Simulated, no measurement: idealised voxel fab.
process module | voxel capacitor over wiring
cross-section cut | 285 nm wide | cells 5 nm
A cross-section is a grid of square cells, given in bands from the top down. A band is one or more rows of cells.
Each band's line starts with the height of the band's top and of its bottom, in nm. Then come its materials from left to right, each with its width in nm. One material with "throughout" fills the band from edge to edge. "air" is empty space.
Height 0 is the level under which the wafer as received is all one material. The lowest band goes on downwards, as in "0 down".
A width such as "30 to 40" changes by the same amount from each row of cells to the next, from the band's top row to its bottom row.
"no change" after a step means that no cell of the cross-section changed.
closed voids: empty space of 8 cells or more with no open way to the top, each as width x height at its distance from the left edge, in nm
after a step's settings: what the simulator itself notes on the step
overlay nm, on a step with a mask: how far to the right of its planned place the mask lay; to the left if negative
plan
1 op RECEIVE | material Si
2 op CONFORMAL_DEP | material SiO2 | thk nm 10
3 op DIRECTIONAL_DEP | material TiN | thk nm 5
4 op DIRECTIONAL_DEP | material Ru | thk nm 25
5 op PATTERN | tone cover | mask id METAL_1 | material resist | width nm 20 | pitch nm 75 | thk nm 20 | overlay nm -15
6 op DIRECTIONAL_ETCH | etch materials Ru | depth nm 25
7 op DIRECTIONAL_ETCH | etch materials TiN | depth nm 5
8 op STRIP | etch materials resist
9 op CONFORMAL_DEP | material SiN | thk nm 5
10 op FILL_DEP | material lowk | thk nm 5
11 op CMP | height nm 40
12 op CONFORMAL_DEP | material SiCN | thk nm 5
13 op DIRECTIONAL_DEP | material SiO2 | thk nm 20
14 op DIRECTIONAL_DEP | material aC | thk nm 10
15 op PATTERN | tone open | mask id PLUG_1 | material resist | width nm 15 | thk nm 30 | overlay nm 0
16 op DIRECTIONAL_ETCH | etch materials aC | depth nm 10
17 op STRIP | etch materials resist
18 op DIRECTIONAL_ETCH | etch materials SiO2 | depth nm 20
19 op DIRECTIONAL_ETCH | etch materials SiCN | depth nm 5
20 op STRIP | etch materials aC
21 op EPI | material Ru | thk nm 10
22 op EPI | material Ru | thk nm 10
23 op EPI | material Ru | thk nm 5
24 op DIRECTIONAL_DEP | material TiN | thk nm 10
25 op DIRECTIONAL_DEP | material Al2O3 | thk nm 5
26 op DIRECTIONAL_DEP | material TiN | thk nm 5
27 op DIRECTIONAL_DEP | material aC | thk nm 15
28 op PATTERN | tone cover | mask id UPPER_PLATE | material resist | width nm 60 | thk nm 35 | overlay nm 0
29 op DIRECTIONAL_ETCH | etch materials aC | depth nm 15
30 op STRIP | etch materials resist
31 op DIRECTIONAL_ETCH | etch materials TiN | depth nm 5
32 op DIRECTIONAL_ETCH | etch materials Al2O3 | depth nm 5
33 op STRIP | etch materials aC
34 op MASKED_ETCH | tone cover | mask id LOWER_PLATE | width nm 70 | etch materials TiN | depth nm 10 | overlay nm 0
35 op FILL_DEP | material SiO2 | thk nm 20
36 op CMP | height nm 100
37 op PATTERN | tone open | mask id PLUG_2 | material resist | width nm 15 | thk nm 15 | overlay nm 0
38 op DIRECTIONAL_ETCH | etch materials SiO2 | depth nm 15
39 op STRIP | etch materials resist
40 op CONFORMAL_DEP | material TiN | thk nm 5
41 op FILL_DEP | material Cu | thk nm 5
42 op CMP | height nm 100
43 op CONFORMAL_DEP | material SiN | thk nm 5
varied across the wafers: overlay nm of step 5. The plan shows the first wafer's value. All wafers start alike
first wafer as received, after step 1
  0 down: Si throughout
  closed voids: none
each wafer at the end: cells of each material gained (+) or lost (-) since it was received, then its closed voids
overlay nm -15 | +12 Al2O3 | +2 Cu | +40 Ru | +54 SiCN | +126 SiN | +683 SiO2 | +55 TiN | +225 lowk | closed voids: none
overlay nm -10 | +12 Al2O3 | +2 Cu | +55 Ru | +54 SiCN | +126 SiN | +668 SiO2 | +55 TiN | +225 lowk | closed voids: none
overlay nm -5 | +12 Al2O3 | +2 Cu | +55 Ru | +54 SiCN | +126 SiN | +668 SiO2 | +55 TiN | +225 lowk | closed voids: none
overlay nm 0 | +12 Al2O3 | +2 Cu | +55 Ru | +54 SiCN | +126 SiN | +668 SiO2 | +55 TiN | +225 lowk | closed voids: none
overlay nm 5 | +12 Al2O3 | +2 Cu | +55 Ru | +54 SiCN | +126 SiN | +668 SiO2 | +55 TiN | +225 lowk | closed voids: none
overlay nm 10 | +12 Al2O3 | +2 Cu | +55 Ru | +54 SiCN | +126 SiN | +668 SiO2 | +55 TiN | +225 lowk | closed voids: none
overlay nm 15 | +12 Al2O3 | +2 Cu | +55 Ru | +54 SiCN | +126 SiN | +668 SiO2 | +55 TiN | +225 lowk | closed voids: none
